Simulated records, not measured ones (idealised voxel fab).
process module | voxel gate over fins
cross-section cut | 255 nm wide | cells 5 nm
A cross-section is a grid of square cells, given in bands from the top down. A band is one or more rows of cells.
Each band's line starts with the height of the band's top and of its bottom, in nm. Then come its materials from left to right, each with its width in nm. One material with "throughout" fills the band from edge to edge. "air" is empty space.
Height 0 is the level under which the wafer as received is all one material. The lowest band goes on downwards, as in "0 down".
A width such as "30 to 40" changes by the same amount from each row of cells to the next, from the band's top row to its bottom row.
"no change" after a step means that no cell of the cross-section changed.
closed voids: empty space of 8 cells or more with no open way to the top, each as width x height at its distance from the left edge, in nm
after a step's settings: what the simulator itself notes on the step
overlay nm, on a step with a mask: how far to the right of its planned place the mask lay; to the left if negative
plan
1 op RECEIVE | material Si
2 op CONFORMAL_DEP | material SiN | thk nm 5
3 op DIRECTIONAL_DEP | material aC | thk nm 10
4 op PATTERN | tone cover | mask id FINS | material resist | width nm 15 | pitch nm 50 | thk nm 25 | overlay nm 0
5 op DIRECTIONAL_ETCH | etch materials aC | depth nm 10
6 op STRIP | etch materials resist
7 op DIRECTIONAL_ETCH | etch materials SiN | depth nm 5
8 op DIRECTIONAL_ETCH | etch materials Si | depth nm 30
9 op STRIP | etch materials aC
10 op FILL_DEP | material SiO2 | thk nm 15
11 op CMP | height nm 5
12 op MASKED_ETCH | tone open | mask id RAIL | width nm 15 | etch materials SiO2 | depth nm 30 | overlay nm 0
13 op CONFORMAL_DEP | material TiN | thk nm 5
14 op FILL_DEP | material W | thk nm 10
15 op CMP | height nm 5
16 op SELECTIVE_ETCH | etch materials W Ru TiN | depth nm 25
17 op FILL_DEP | material SiO2 | thk nm 5
18 op CMP | height nm 5
19 op SELECTIVE_ETCH | etch materials SiO2 | depth nm 15
20 op STRIP | etch materials SiN
21 op CONFORMAL_DEP | material HfO2 | thk nm 5
22 op CONFORMAL_DEP | material TiN | thk nm 5
23 op CONFORMAL_DEP | material TiAl | thk nm 5
24 op CONFORMAL_DEP | material TiN | thk nm 5
25 op FILL_DEP | material W | thk nm 15
26 op CMP | height nm 30
27 op CONFORMAL_DEP | material SiN | thk nm 5
as received, after step 1
  0 down: Si throughout
  closed voids: none
first wafer at the end, as planned
  35 to 30: SiN throughout
  30 to 20: W throughout
  20 to 15: W 50 | TiN 155 | W 50
  15 to 10: W 50 | TiN 5 | TiAl 45 | TiN 5 | TiAl 45 | TiN 5 | TiAl 45 | TiN 5 | W 50
  10 to 5: TiN 55 | TiAl 5 | TiN 35 | TiAl 5 | TiN 5 | TiAl 5 | TiN 35 | TiAl 5 | TiN 5 | TiAl 5 | TiN 35 | TiAl 5 | TiN 55
  5 to 0: TiAl 60 | TiN 5 | HfO2 25 | TiN 5 | TiAl 15 | TiN 5 | HfO2 25 | TiN 5 | TiAl 15 | TiN 5 | HfO2 25 | TiN 5 | TiAl 60
  0 to -5: TiN 65 | HfO2 5 | Si 15 | HfO2 5 | TiN 25 | HfO2 5 | Si 15 | HfO2 5 | TiN 25 | HfO2 5 | Si 15 | HfO2 5 | TiN 65
  -5 to -10: HfO2 70 | Si 15 | HfO2 35 | Si 15 | HfO2 35 | Si 15 | HfO2 70
  -10 to -20: SiO2 70 | Si 15 | SiO2 35 | Si 15 | SiO2 35 | Si 15 | SiO2 70
  -20 to -25: SiO2 70 | Si 15 | SiO2 10 | TiN 15 | SiO2 10 | Si 15 | SiO2 35 | Si 15 | SiO2 70
  -25 to -30: SiO2 70 | Si 15 | SiO2 35 | Si 15 | SiO2 35 | Si 15 | SiO2 70
  -30 down: Si throughout
  closed voids: none
second wafer at the end: like start, like plan, one mistake
  35 to 30: SiN throughout
  30 to 20: W throughout
  20 to 15: W 50 | TiAl 155 | W 50
  15 to 10: W 50 | TiAl 5 | TiN 45 | TiAl 5 | TiN 45 | TiAl 5 | TiN 45 | TiAl 5 | W 50
  10 to 5: TiAl 55 | TiN 45 | TiAl 5 | TiN 45 | TiAl 5 | TiN 45 | TiAl 55
  5 to 0: TiN 65 | HfO2 25 | TiN 25 | HfO2 25 | TiN 25 | HfO2 25 | TiN 65
  0 to -5: TiN 65 | HfO2 5 | Si 15 | HfO2 5 | TiN 25 | HfO2 5 | Si 15 | HfO2 5 | TiN 25 | HfO2 5 | Si 15 | HfO2 5 | TiN 65
  -5 to -10: HfO2 70 | Si 15 | HfO2 35 | Si 15 | HfO2 35 | Si 15 | HfO2 70
  -10 to -20: SiO2 70 | Si 15 | SiO2 35 | Si 15 | SiO2 35 | Si 15 | SiO2 70
  -20 to -25: SiO2 70 | Si 15 | SiO2 10 | TiN 15 | SiO2 10 | Si 15 | SiO2 35 | Si 15 | SiO2 70
  -25 to -30: SiO2 70 | Si 15 | SiO2 35 | Si 15 | SiO2 35 | Si 15 | SiO2 70
  -30 down: Si throughout
  closed voids: none
what went wrong: steps 23 and 24 were swapped
at the end the second wafer has, in cells: 4 fewer of TiAl | 4 more of TiN
